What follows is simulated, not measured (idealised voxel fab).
process module | voxel ribs on slabs
cross-section cut | 235 nm wide | cells 5 nm
A cross-section is a grid of square cells, given in bands from the top down. A band is one or more rows of cells.
Each band's line starts with the height of the band's top and of its bottom, in nm. Then come its materials from left to right, each with its width in nm. One material with "throughout" fills the band from edge to edge. "air" is empty space.
Height 0 is the level under which the wafer as received is all one material. The lowest band goes on downwards, as in "0 down".
A width such as "30 to 40" changes by the same amount from each row of cells to the next, from the band's top row to its bottom row.
"no change" after a step means that no cell of the cross-section changed.
closed voids: empty space of 8 cells or more with no open way to the top, each as width x height at its distance from the left edge, in nm
after a step's settings: what the simulator itself notes on the step
overlay nm, on a step with a mask: how far to the right of its planned place the mask lay; to the left if negative
plan
1 op RECEIVE | material Si
2 op DIRECTIONAL_DEP | material SiO2 | thk nm 30
3 op DIRECTIONAL_DEP | material SiN | thk nm 20
4 op PATTERN | tone cover | mask id RIB | material resist | width nm 25 | thk nm 20 | overlay nm 0
5 op DIRECTIONAL_ETCH | etch materials SiN | depth nm 15
6 op STRIP | etch materials resist
7 op DIRECTIONAL_DEP | material aC | thk nm 15
8 op PATTERN | tone cover | mask id SLAB | material resist | width nm 65 | thk nm 35 | overlay nm 0
9 op DIRECTIONAL_ETCH | etch materials aC | depth nm 15
10 op STRIP | etch materials resist
11 op DIRECTIONAL_ETCH | etch materials SiN | depth nm 5
12 op STRIP | etch materials aC
13 op FILL_DEP | material SiO2 | thk nm 25
14 op CMP | height nm 65
15 op DIRECTIONAL_DEP | material W | thk nm 5
16 op MASKED_ETCH | tone cover | mask id HEATER | width nm 35 | etch materials W | depth nm 5 | overlay nm 0
17 op CONFORMAL_DEP | material SiO2 | thk nm 5
first wafer, as planned
as received, after step 1
  0 down: Si throughout
  closed voids: none
after step 2
  30 to 0: SiO2 throughout
  below 0: unchanged
after step 3
  50 to 30: SiN throughout
  below 30: unchanged
after step 4
  70 to 50: air 105 | resist 25 | air 105
  below 50: unchanged
after step 5
  70 to 50: air 105 | resist 25 | air 105
  50 to 35: air 105 | SiN 25 | air 105
  below 35: unchanged
after step 6
  50 to 35: air 105 | SiN 25 | air 105
  below 35: unchanged
after step 7
  65 to 50: air 105 | aC 25 | air 105
  50 to 35: aC 105 | SiN 25 | aC 105
  below 35: unchanged
after step 8
  100 to 65: air 85 | resist 65 | air 85
  65 to 50: air 85 | resist 20 | aC 25 | resist 20 | air 85
  below 50: unchanged
after step 9
  85 to 65: air 85 | resist 65 | air 85
  65 to 50: air 85 | resist 20 | aC 25 | resist 20 | air 85
  50 to 35: air 85 | aC 20 | SiN 25 | aC 20 | air 85
  below 35: unchanged
after step 10
  65 to 50: air 105 | aC 25 | air 105
  below 50: unchanged
after step 11
  65 to 50: air 105 | aC 25 | air 105
  50 to 35: air 85 | aC 20 | SiN 25 | aC 20 | air 85
  35 to 30: air 85 | SiN 65 | air 85
  below 30: unchanged
after step 12
  50 to 35: air 105 | SiN 25 | air 105
  below 35: unchanged
after step 13
  75 to 50: SiO2 throughout
  50 to 35: SiO2 105 | SiN 25 | SiO2 105
  35 to 30: SiO2 85 | SiN 65 | SiO2 85
  below 30: unchanged
after step 14
  65 to 50: SiO2 throughout
  below 50: unchanged
after step 15
  70 to 65: W throughout
  below 65: unchanged
after step 16
  70 to 65: air 100 | W 35 | air 100
  below 65: unchanged
after step 17
  75 to 70: air 95 | SiO2 45 | air 95
  70 to 65: SiO2 100 | W 35 | SiO2 100
  below 65: unchanged
second wafer: like start, like plan, one mistake. Through step 4 it matches the first wafer
when step 5 should have ended
  70 to 50: air 105 | resist 25 | air 105
  50 to 40: air 105 | SiN 25 | air 105
  below 40: unchanged
when step 6 should have ended
  50 to 40: air 105 | SiN 25 | air 105
  below 40: unchanged
when step 7 should have ended
  65 to 55: air 105 | aC 25 | air 105
  55 to 50: aC throughout
  50 to 40: aC 105 | SiN 25 | aC 105
  below 40: unchanged
when step 8 should have ended
  100 to 65: air 85 | resist 65 | air 85
  65 to 55: air 85 | resist 20 | aC 25 | resist 20 | air 85
  below 55: unchanged
when step 9 should have ended
  85 to 65: air 85 | resist 65 | air 85
  65 to 55: air 85 | resist 20 | aC 25 | resist 20 | air 85
  55 to 50: air 85 | aC 65 | air 85
  50 to 40: air 85 | aC 20 | SiN 25 | aC 20 | air 85
  below 40: unchanged
when step 10 should have ended
  65 to 55: air 105 | aC 25 | air 105
  below 55: unchanged
when step 11 should have ended
  65 to 55: air 105 | aC 25 | air 105
  55 to 50: air 85 | aC 65 | air 85
  50 to 40: air 85 | aC 20 | SiN 25 | aC 20 | air 85
  40 to 35: air 85 | SiN 65 | air 85
  below 35: unchanged
when step 12 should have ended
  50 to 40: air 105 | SiN 25 | air 105
  below 40: unchanged
when step 13 should have ended
  75 to 50: SiO2 throughout
  50 to 40: SiO2 105 | SiN 25 | SiO2 105
  40 to 35: SiO2 85 | SiN 65 | SiO2 85
  below 35: unchanged
when step 14 should have ended
  65 to 50: SiO2 throughout
  below 50: unchanged
when step 15 should have ended
  70 to 65: W throughout
  below 65: unchanged
when step 16 should have ended
  70 to 65: air 100 | W 35 | air 100
  below 65: unchanged
when step 17 should have ended
  75 to 70: air 95 | SiO2 45 | air 95
  70 to 65: SiO2 100 | W 35 | SiO2 100
  below 65: unchanged
what went wrong: step 5 ran as: op DIRECTIONAL_ETCH | etch materials SiN | depth nm 10
at the end the second wafer has, in cells: 42 more of SiN | 42 fewer of SiO2
